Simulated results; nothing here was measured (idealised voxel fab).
A process module follows: voxel tone inversion.
FYI the section here is cut, 225 nm wide, cells are 5 nm squares.
Cross-section, as written here: a square-cell grid given band by band from the top down, where a band holds one or more rows of cells. First you get the band's top height and its bottom height, in nm, and then the materials it's made of, left to right, with each width in nm. If you see a single material with "throughout", that one covers the band edge to edge. "air" is empty space. Below 0: as-received wafer, all one material; heights counted from there. Lowest band: no bottom, goes on down, written "0 -> down". Think of "30->40" as a width that walks from the first number to the second as you go down the band, top row to bottom row, taking equal-sized steps from row to row. For the purposes of this document, the phrase "same as before" attached to a step denotes that no cell within the cross-section was modified by that step. In the "Closed void table" entry, you get each enclosed empty space of 8 cells or more, one with no open way to the top, written width x height at distance, distance from the left edge, in nm. Anything after a step's settings on that line? It's the simulator's own note about the step. overlay nm: on a step with a mask, how far right of its planned place the mask lay; negative means left.

This section lists the process steps that were planned:
1,RECEIVE [material Si]
2,CONFORMAL_DEP [material SiN] [thk nm 5]
3,DIRECTIONAL_DEP [material polySi] [thk nm 20]
4,PATTERN [tone cover] [mask id POSTS] [material resist] [width nm 25] [pitch nm 40] [thk nm 30] [overlay nm 0]
5,DIRECTIONAL_ETCH [etch materials polySi] [depth nm 20]
6,STRIP [etch materials resist]
7,FILL_DEP [material lowk] [thk nm 10]
8,CMP [height nm 25]
9,STRIP [etch materials polySi]

First of the two wafers, run per plan:

Step 1 complete: cross-section of the wafer as received:
	0 -> down | Si throughout
	Closed void table: none

After step 2, in cross-section:
	5 -> 0 | SiN throughout
	All layers under 0 are left as they were.

After step 3, in cross-section:
	25 -> 5 | polySi throughout
	All layers under 5 are left as they were.

After step 4, in cross-section:
	55 -> 25 | air=40  resist=25  air=15  resist=25  air=15  resist=25  air=15  resist=25  air=40
	All layers under 25 are left as they were.

After step 5, in cross-section:
	55 -> 25 | air=40  resist=25  air=15  resist=25  air=15  resist=25  air=15  resist=25  air=40
	25 -> 5 | air=40  polySi=25  air=15  polySi=25  air=15  polySi=25  air=15  polySi=25  air=40
	All layers under 5 are left as they were.

After step 6, in cross-section:
	25 -> 5 | air=40  polySi=25  air=15  polySi=25  air=15  polySi=25  air=15  polySi=25  air=40
	All layers under 5 are left as they were.

After step 7, in cross-section:
	35 -> 25 | lowk throughout
	25 -> 5 | lowk=40  polySi=25  lowk=15  polySi=25  lowk=15  polySi=25  lowk=15  polySi=25  lowk=40
	All layers under 5 are left as they were.

After step 8, in cross-section:
	25 -> 5 | lowk=40  polySi=25  lowk=15  polySi=25  lowk=15  polySi=25  lowk=15  polySi=25  lowk=40
	All layers under 5 are left as they were.

After step 9, in cross-section:
	25 -> 5 | lowk=40  air=25  lowk=15  air=25  lowk=15  air=25  lowk=15  air=25  lowk=40
	All layers under 5 are left as they were.

Companion wafer, the second of two: same beginning, same intended sequence, one mistake in carrying it out; through step 4 inclusive it tracks the first exactly:

When step 5 should have ended:
	55 -> 25 | air=40  resist=25  air=15  resist=25  air=15  resist=25  air=15  resist=25  air=40
	25 -> 5 | air=40  polySi=25  air=15  polySi=25  air=15  polySi=25  air=15  polySi=25  air=40
	All layers under 5 are left as they were.

When step 6 should have ended:
	25 -> 5 | air=40  polySi=25  air=15  polySi=25  air=15  polySi=25  air=15  polySi=25  air=40
	All layers under 5 are left as they were.

When step 7 should have ended:
	35 -> 25 | lowk throughout
	25 -> 5 | lowk=40  polySi=25  lowk=15  polySi=25  lowk=15  polySi=25  lowk=15  polySi=25  lowk=40
	All layers under 5 are left as they were.

When step 8 should have ended:
	25 -> 5 | lowk=40  polySi=25  lowk=15  polySi=25  lowk=15  polySi=25  lowk=15  polySi=25  lowk=40
	All layers under 5 are left as they were.

When step 9 should have ended:
	25 -> 5 | lowk=40  air=25  lowk=15  air=25  lowk=15  air=25  lowk=15  air=25  lowk=40
	All layers under 5 are left as they were.
Want to know what went wrong? step 5 was run twice
Honestly, by the end the two wafers have the same cross-section, so the mistake just doesn't show up in what this model computes.
